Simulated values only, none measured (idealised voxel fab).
The process module that follows is named voxel quadruple lines.
Shown is cross-section cut, with a width of 300 nm and square cells of size 5 nm.
Throughout this document, each cross-section is represented as a grid of square cells and is presented as a sequence of bands enumerated from the top downward, where a band comprises one or more rows of cells.
Read a band's entry like this: the first values are the height of its top and the height of its bottom in nm, and what follows is the sequence of materials from left to right, each with its width in nm. Note that "air" is empty space, and that a single material marked "throughout" reaches across the band from edge to edge.
Note: height 0 marks the level under which the wafer is uniformly one material as received. Lowest band unbounded below, written "top 0, no bottom".
You'd read "30 to 40" like this: the band's top row of cells is as wide as the first number, its bottom row is as wide as the second, and going down, every row changes width by the same amount as the row before did.
Step note "stayed the same" = no cross-section cell changed.
For the entry "Voids, enclosed", the listed items are empty spaces with no open way to the top whose size is 8 cells or more; each item follows the pattern width x height at distance, where distance is from the left edge and all three are in nm.
On each step's line, the part that comes after the settings is the simulator's own comment on the step.
If you see "overlay nm" on a step's line and that step has a mask, it's telling you how far right of where it was planned the mask ended up; a negative number means it went left instead.
-- The process steps that were planned are listed below
1. RECEIVE (material Si)
2. CONFORMAL_DEP (material Al2O3; thk nm 5)
3. DIRECTIONAL_DEP (material W; thk nm 10)
4. DIRECTIONAL_DEP (material polySi; thk nm 15)
5. DIRECTIONAL_DEP (material aC; thk nm 25)
6. PATTERN (tone cover; mask id MANDREL; material resist; width nm 30; pitch nm 80; thk nm 30; overlay nm 0)
7. DIRECTIONAL_ETCH (etch materials aC; depth nm 25)
8. STRIP (etch materials resist)
9. CONFORMAL_DEP (material SiO2; thk nm 10)
10. DIRECTIONAL_ETCH (etch materials SiO2; depth nm 10)
11. STRIP (etch materials aC)
12. DIRECTIONAL_ETCH (etch materials polySi; depth nm 5)
13. STRIP (etch materials SiO2)
14. CONFORMAL_DEP (material SiN; thk nm 10)
15. DIRECTIONAL_ETCH (etch materials SiN; depth nm 10)
16. STRIP (etch materials polySi)
17. DIRECTIONAL_ETCH (etch materials W; depth nm 10)
18. STRIP (etch materials SiN)
Where the wafers of this document differ is in the depth nm of step 12; they start out the same, and the plan states the value that applied to the first wafer.
-- Cross-section of the first of several wafers on receipt, reflecting completion of step 1
* top 0, no bottom  Si throughout
* Voids, enclosed: none
-- Quick look at the cross-section of the first of several wafers after step 18, which wraps up the module
* top 5, bottom 0  Al2O3 throughout
* top 0, no bottom  Si throughout
* Voids, enclosed: none
-- Here we cross-sectioned the last of the wafers once the module was done
* top 15, bottom 5  air=75; W=10; air=10; W=10; air=10; W=10; air=10; W=10; air=10; W=10; air=10; W=10; air=10; W=10; air=10; W=10; air=75
* top 5, bottom 0  Al2O3 throughout
* top 0, no bottom  Si throughout
* Voids, enclosed: none
-- The following table contains a row per wafer, in which are reported, at the conclusion of the module, the cells of each material gained (+) or lost (-) since the wafer's receipt, with its closed voids given thereafter
depth nm 5 | +60 Al2O3 | Voids, enclosed: none
depth nm 10 | +60 Al2O3 | Voids, enclosed: none
depth nm 15 | +60 Al2O3 | +32 W | Voids, enclosed: none
depth nm 20 | +60 Al2O3 | +32 W | Voids, enclosed: none
depth nm 25 | +60 Al2O3 | +32 W | Voids, enclosed: none
depth nm 30 | +60 Al2O3 | +32 W | Voids, enclosed: none
